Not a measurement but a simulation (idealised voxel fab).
process module | voxel capacitor over wiring
cross-section cut | 170 nm wide | cells 5 nm
A cross-section is a grid of square cells, given in bands from the top down. A band is one or more rows of cells.
Each band's line starts with the height of the band's top and of its bottom, in nm. Then come its materials from left to right, each with its width in nm. One material with "throughout" fills the band from edge to edge. "air" is empty space.
Height 0 is the level under which the wafer as received is all one material. The lowest band goes on downwards, as in "0 down".
A width such as "30 to 40" changes by the same amount from each row of cells to the next, from the band's top row to its bottom row.
"no change" after a step means that no cell of the cross-section changed.
closed voids: empty space of 8 cells or more with no open way to the top, each as width x height at its distance from the left edge, in nm
after a step's settings: what the simulator itself notes on the step
overlay nm, on a step with a mask: how far to the right of its planned place the mask lay; to the left if negative
plan
1 op RECEIVE | material Si
2 op CONFORMAL_DEP | material SiO2 | thk nm 15
3 op CONFORMAL_DEP | material SiN | thk nm 5
4 op DIRECTIONAL_DEP | material SiO2 | thk nm 25
5 op DIRECTIONAL_DEP | material aC | thk nm 15
6 op PATTERN | tone open | mask id METAL_1 | material resist | width nm 30 | pitch nm 90 | thk nm 30 | overlay nm 0
7 op DIRECTIONAL_ETCH | etch materials aC | depth nm 15
8 op STRIP | etch materials resist
9 op DIRECTIONAL_ETCH | etch materials SiO2 | depth nm 25
10 op DIRECTIONAL_ETCH | etch materials SiN | depth nm 5
11 op STRIP | etch materials aC
12 op CONFORMAL_DEP | material TiN | thk nm 5
13 op FILL_DEP | material Cu | thk nm 10
14 op CMP | height nm 45
15 op CONFORMAL_DEP | material SiCN | thk nm 5
16 op DIRECTIONAL_DEP | material SiO2 | thk nm 15
17 op PATTERN | tone open | mask id PLUG_1 | material resist | width nm 15 | thk nm 20 | overlay nm 0
18 op DIRECTIONAL_ETCH | etch materials SiO2 | depth nm 15
19 op DIRECTIONAL_ETCH | etch materials SiCN | depth nm 5
20 op STRIP | etch materials resist
21 op CONFORMAL_DEP | material TiN | thk nm 5
22 op FILL_DEP | material W | thk nm 5
23 op CMP | height nm 65
24 op DIRECTIONAL_DEP | material TiN | thk nm 5
25 op DIRECTIONAL_DEP | material SiN | thk nm 5
26 op DIRECTIONAL_DEP | material TiN | thk nm 5
27 op MASKED_ETCH | tone cover | mask id UPPER_PLATE | width nm 65 | etch materials TiN | depth nm 5 | overlay nm 0
28 op MASKED_ETCH | tone cover | mask id UPPER_PLATE | width nm 65 | etch materials SiN | depth nm 5 | overlay nm 0
29 op DIRECTIONAL_DEP | material aC | thk nm 15
30 op PATTERN | tone cover | mask id LOWER_PLATE | material resist | width nm 75 | thk nm 35 | overlay nm 0
31 op DIRECTIONAL_ETCH | etch materials aC | depth nm 15
32 op STRIP | etch materials resist
33 op DIRECTIONAL_ETCH | etch materials TiN | depth nm 5
34 op STRIP | etch materials aC
35 op FILL_DEP | material SiO2 | thk nm 15
36 op CMP | height nm 90
37 op MASKED_ETCH | tone open | mask id PLUG_2 | width nm 15 | etch materials SiO2 | depth nm 10 | overlay nm 0
38 op CONFORMAL_DEP | material TiN | thk nm 5
39 op FILL_DEP | material Cu | thk nm 5
40 op CMP | height nm 90
41 op CONFORMAL_DEP | material SiCN | thk nm 5
as received, after step 1
  0 down: Si throughout
  closed voids: none
first wafer at the end, as planned
  95 to 90: SiCN throughout
  90 to 85: SiO2 50 | TiN 5 | Cu 5 | TiN 5 | SiO2 105
  85 to 75: SiO2 50 to 40 | TiN 15 to 65 | SiO2 105 to 65
  75 to 70: SiO2 40 | SiN 65 | SiO2 65
  70 to 65: SiO2 35 | TiN 75 | SiO2 60
  65 to 50: SiO2 40 | TiN 5 | W 5 | TiN 5 | SiO2 115
  50 to 45: SiCN 40 | TiN 15 | SiCN 115
  45 to 20: SiO2 25 | TiN 5 | Cu 20 | TiN 5 | SiO2 60 | TiN 5 | Cu 20 | TiN 5 | SiO2 25
  20 to 15: SiN 25 | TiN 30 | SiN 60 | TiN 30 | SiN 25
  15 to 0: SiO2 throughout
  0 down: Si throughout
  closed voids: none
second wafer at the end: like start, like plan, one mistake
  95 to 90: SiCN throughout
  90 to 85: Cu throughout
  85 to 80: TiN throughout
  80 to 75: SiO2 40 | TiN 65 | SiO2 65
  75 to 70: SiO2 40 | SiN 65 | SiO2 65
  70 to 65: SiO2 35 | TiN 75 | SiO2 60
  65 to 50: SiO2 40 | TiN 5 | W 5 | TiN 5 | SiO2 115
  50 to 45: SiCN 40 | TiN 15 | SiCN 115
  45 to 20: SiO2 25 | TiN 5 | Cu 20 | TiN 5 | SiO2 60 | TiN 5 | Cu 20 | TiN 5 | SiO2 25
  20 to 15: SiN 25 | TiN 30 | SiN 60 | TiN 30 | SiN 25
  15 to 0: SiO2 throughout
  0 down: Si throughout
  closed voids: none
what went wrong: step 36 ran as: op CMP | height nm 80
at the end the second wafer has, in cells: 33 more of Cu | 62 fewer of SiO2 | 29 more of TiN
